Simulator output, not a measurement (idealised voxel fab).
You're looking at the process module voxel gate over fins.
Shown is cross-section cut, with a width of 170 nm and square cells of size 5 nm.
How to read a cross-section here: the picture is a grid of square cells, written as bands going from the top down, and any band can span one or more rows of cells.
A band entry consists of two parts. The first gives the height of the band's top and the height of its bottom, in nm. The rest lists the band's materials from left to right, each with its width in nm. A single material labelled with the word "all across" fills the band from edge to edge, and the word "air" marks empty space.
Note: height 0 marks the level under which the wafer is uniformly one material as received. Lowest band unbounded below, written "0 -> down".
It should be noted that a width expressed as "30 to 40" varies in equal increments from row to row of cells within the band, taking the value of the first number at the top row and that of the second number at the bottom row.
You'll sometimes find "no modifications" written for a step, and that's the way of saying that nowhere in the cross-section did a cell change during that step.
This entry, "Encapsulated voids", enumerates those empty regions of no fewer than 8 cells that possess no open connection to the top. Each region is reported in the form width x height at distance, the distance being taken from the left edge, with all three quantities expressed in nm.
On each step's line, the part that comes after the settings is the simulator's own comment on the step.
The setting "overlay nm" may be written on the line of a step. When the step uses a mask, the value reports how far to the right of the planned place the mask lay, and a negative value reports that it lay to the left.

plan:
step 1: RECEIVE with material Si
step 2: CONFORMAL_DEP with material SiN, thk nm 5
step 3: MASKED_ETCH with tone cover, mask id FINS, width nm 15, pitch nm 60, etch materials SiN, depth nm 5, overlay nm 0
step 4: MASKED_ETCH with tone cover, mask id FINS, width nm 15, pitch nm 60, etch materials Si, depth nm 40, overlay nm 0
step 5: FILL_DEP with material SiO2, thk nm 10
step 6: CMP with height nm 5
step 7: DIRECTIONAL_DEP with material aC, thk nm 10
step 8: PATTERN with tone open, mask id RAIL, material resist, width nm 15, thk nm 25, overlay nm 0
step 9: DIRECTIONAL_ETCH with etch materials aC, depth nm 10
step 10: STRIP with etch materials resist
step 11: DIRECTIONAL_ETCH with etch materials SiO2, depth nm 40
step 12: STRIP with etch materials aC
step 13: CONFORMAL_DEP with material TiN, thk nm 5
step 14: FILL_DEP with material Ru, thk nm 5
step 15: CMP with height nm 5
step 16: SELECTIVE_ETCH with etch materials W Ru TiN, depth nm 20
step 17: FILL_DEP with material SiO2, thk nm 5
step 18: CMP with height nm 5
step 19: SELECTIVE_ETCH with etch materials SiO2, depth nm 15
step 20: STRIP with etch materials SiN
step 21: CONFORMAL_DEP with material HfO2, thk nm 5
step 22: CONFORMAL_DEP with material TiN, thk nm 5
step 23: FILL_DEP with material W, thk nm 15
step 24: CMP with height nm 20
step 25: CONFORMAL_DEP with material SiCN, thk nm 10

Shown in cross-section is the wafer as received, that is, as it stands after step 1:
- 0 -> down | Si all across
- Encapsulated voids: none

First of two wafers at the end of the module, shown in cross-section; run carried out as planned:
- 30 -> 20 | SiCN all across
- 20 -> 10 | W all across
- 10 -> 5 | W=35; TiN=35; W=25; TiN=35; W=40
- 5 -> 0 | W=35; TiN=5; HfO2=25; TiN=5; W=25; TiN=5; HfO2=25; TiN=5; W=40
- 0 -> -5 | TiN=40; HfO2=5; Si=15; HfO2=5; TiN=35; HfO2=5; Si=15; HfO2=5; TiN=45
- -5 -> -10 | HfO2=45; Si=15; HfO2=45; Si=15; HfO2=50
- -10 -> -15 | SiO2=45; Si=15; SiO2=45; Si=15; SiO2=50
- -15 -> -30 | SiO2=45; Si=15; SiO2=15; TiN=5; Ru=5; TiN=5; SiO2=15; Si=15; SiO2=50
- -30 -> -35 | SiO2=45; Si=15; SiO2=15; TiN=15; SiO2=15; Si=15; SiO2=50
- -35 -> -40 | SiO2=45; Si=15; SiO2=45; Si=15; SiO2=50
- -40 -> down | Si all across
- Encapsulated voids: none

Now the second wafer, cross-sectioned at the end of the module. Nothing different at the start, nothing different in the plan compared with the first, just one mistake when it was actually run:
- 30 -> 20 | SiCN all across
- 20 -> 5 | W all across
- 5 -> 0 | W=40; TiN=25; W=35; TiN=25; W=45
- 0 -> -5 | W=40; TiN=5; Si=15; TiN=5; W=35; TiN=5; Si=15; TiN=5; W=45
- -5 -> -10 | TiN=45; Si=15; TiN=45; Si=15; TiN=50
- -10 -> -15 | SiO2=45; Si=15; SiO2=45; Si=15; SiO2=50
- -15 -> -30 | SiO2=45; Si=15; SiO2=15; TiN=5; Ru=5; TiN=5; SiO2=15; Si=15; SiO2=50
- -30 -> -35 | SiO2=45; Si=15; SiO2=15; TiN=15; SiO2=15; Si=15; SiO2=50
- -35 -> -40 | SiO2=45; Si=15; SiO2=45; Si=15; SiO2=50
- -40 -> down | Si all across
- Encapsulated voids: none
Which mistake was made when the wafer was run? step 21 in the plan did not get run; it was skipped
Heads up, by the end the second wafer has more or fewer cells of some materials compared to the first: -42 HfO2, +42 W
